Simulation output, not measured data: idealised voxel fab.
Presented below is a process module, voxel self aligned contacts.
Section shown: cut. Width: 170 nm. Cell size: 5 nm, square.
In what follows, cross-sections appear as grids of square cells, described through bands that run from the top down, where every band is one or more rows of cells. The band entry comprises the height of the band's top followed by the height of its bottom, expressed in nm, and subsequently the band's materials from left to right, each stated together with its width in nm. Where a single material is marked with the word "full width", that material fills the band from edge to edge. The word "air" represents empty space. It should be noted that heights are counted from 0, beneath which the wafer as supplied is of one material throughout, and that the lowest band possesses no lower boundary but continues downward, as written in "0 and below". Width spec "30->40" -> top row of cells at first value, bottom row at second value, equal per-row change in between. The designation "nothing changed", where it is given for a processing step, indicates that no cell of the cross-section was altered in the course of that step. Voids not open to the top, 8 cells minimum: see "Enclosed internal cavities". Written width x height at distance; distance is from the left edge; nm. Note: text after step settings on the step line = simulator remark on that step. overlay nm: right-of-plan distance of the mask on a masked step; negative values mean left-of-plan.
# Planned process steps
- 1: RECEIVE [material Si]
- 2: OXIDIZE [depth nm 5]
- 3: DIRECTIONAL_DEP [material polySi] [thk nm 25]
- 4: DIRECTIONAL_DEP [material SiN] [thk nm 20]
- 5: DIRECTIONAL_DEP [material aC] [thk nm 10]
- 6: PATTERN [tone cover] [mask id GATE] [material resist] [width nm 30] [pitch nm 65] [thk nm 30] [overlay nm 0]
- 7: DIRECTIONAL_ETCH [etch materials aC] [depth nm 5]
- 8: STRIP [etch materials resist]
- 9: DIRECTIONAL_ETCH [etch materials SiN] [depth nm 20]
- 10: DIRECTIONAL_ETCH [etch materials polySi] [depth nm 25]
- 11: STRIP [etch materials aC]
- 12: CONFORMAL_DEP [material SiN] [thk nm 10]
- 13: DIRECTIONAL_ETCH [etch materials SiN] [depth nm 10]
- 14: FILL_DEP [material SiO2] [thk nm 20]
- 15: CMP [height nm 55]
- 16: DIRECTIONAL_DEP [material aC] [thk nm 10]
- 17: PATTERN [tone open] [mask id CONTACT] [material resist] [width nm 45] [thk nm 25] [overlay nm 0]
- 18: DIRECTIONAL_ETCH [etch materials aC] [depth nm 10]
- 19: STRIP [etch materials resist]
- 20: DIRECTIONAL_ETCH [etch materials SiO2] [depth nm 60]
- 21: STRIP [etch materials aC]
- 22: CONFORMAL_DEP [material TiN] [thk nm 5]
- 23: FILL_DEP [material Ru] [thk nm 10]
- 24: CMP [height nm 55]
- 25: CONFORMAL_DEP [material SiCN] [thk nm 5]
Don't read the plan's depth nm for step 7 as applying to every wafer: that's the first wafer's value, and the wafers differ in it, though they all start identical.
# first wafer as received, after step 1
* 0 and below  Si full width
* Enclosed internal cavities: none
# After the module's final step, step 25: the first of several wafers in cross-section
* 60 down to 55  SiCN full width
* 55 down to 50  60 of SiO2, then 5 of TiN, then 35 of Ru, then 5 of TiN, then 65 of SiO2
* 50 down to 45  60 of SiO2, then 45 of TiN, then 65 of SiO2
* 45 down to 25  SiN full width
* 25 down to 0  polySi full width
* 0 down to -5  SiO2 full width
* -5 and below  Si full width
* Enclosed internal cavities: none
# Wafer cross-section (last wafer, module end)
* 60 down to 55  SiCN full width
* 55 down to 45  60 of SiO2, then 5->20 of TiN, then 35->5 of Ru, then 5->20 of TiN, then 65 of SiO2
* 45 down to 25  25 of SiO2, then 50 of SiN, then 5 of TiN, then 5 of Ru, then 5 of TiN, then 50 of SiN, then 30 of SiO2
* 25 down to 0  25 of SiO2, then 10 of SiN, then 30 of polySi, then 10 of SiN, then 5 of TiN, then 5 of Ru, then 5 of TiN, then 10 of SiN, then 30 of polySi, then 10 of SiN, then 30 of SiO2
* 0 down to -5  75 of SiO2, then 15 of TiN, then 80 of SiO2
* -5 and below  Si full width
* Enclosed internal cavities: none
# Quick key for the table: a row per wafer, taken at the end of the module. For each material it tells you how many cells the wafer gained (+) or lost (-) since it came in, and the closed voids come after
depth nm 5; +7 Ru; -34 Si; +34 SiCN; +136 SiN; +84 SiO2; +11 TiN; +170 polySi; Enclosed internal cavities: none
depth nm 10; +17 Ru; -34 Si; +34 SiCN; +120 SiN; +180 SiO2; +31 TiN; +60 polySi; Enclosed internal cavities: none
depth nm 15; +17 Ru; -34 Si; +34 SiCN; +120 SiN; +180 SiO2; +31 TiN; +60 polySi; Enclosed internal cavities: none
depth nm 20; +17 Ru; -34 Si; +34 SiCN; +120 SiN; +180 SiO2; +31 TiN; +60 polySi; Enclosed internal cavities: none
depth nm 25; +17 Ru; -34 Si; +34 SiCN; +120 SiN; +180 SiO2; +31 TiN; +60 polySi; Enclosed internal cavities: none
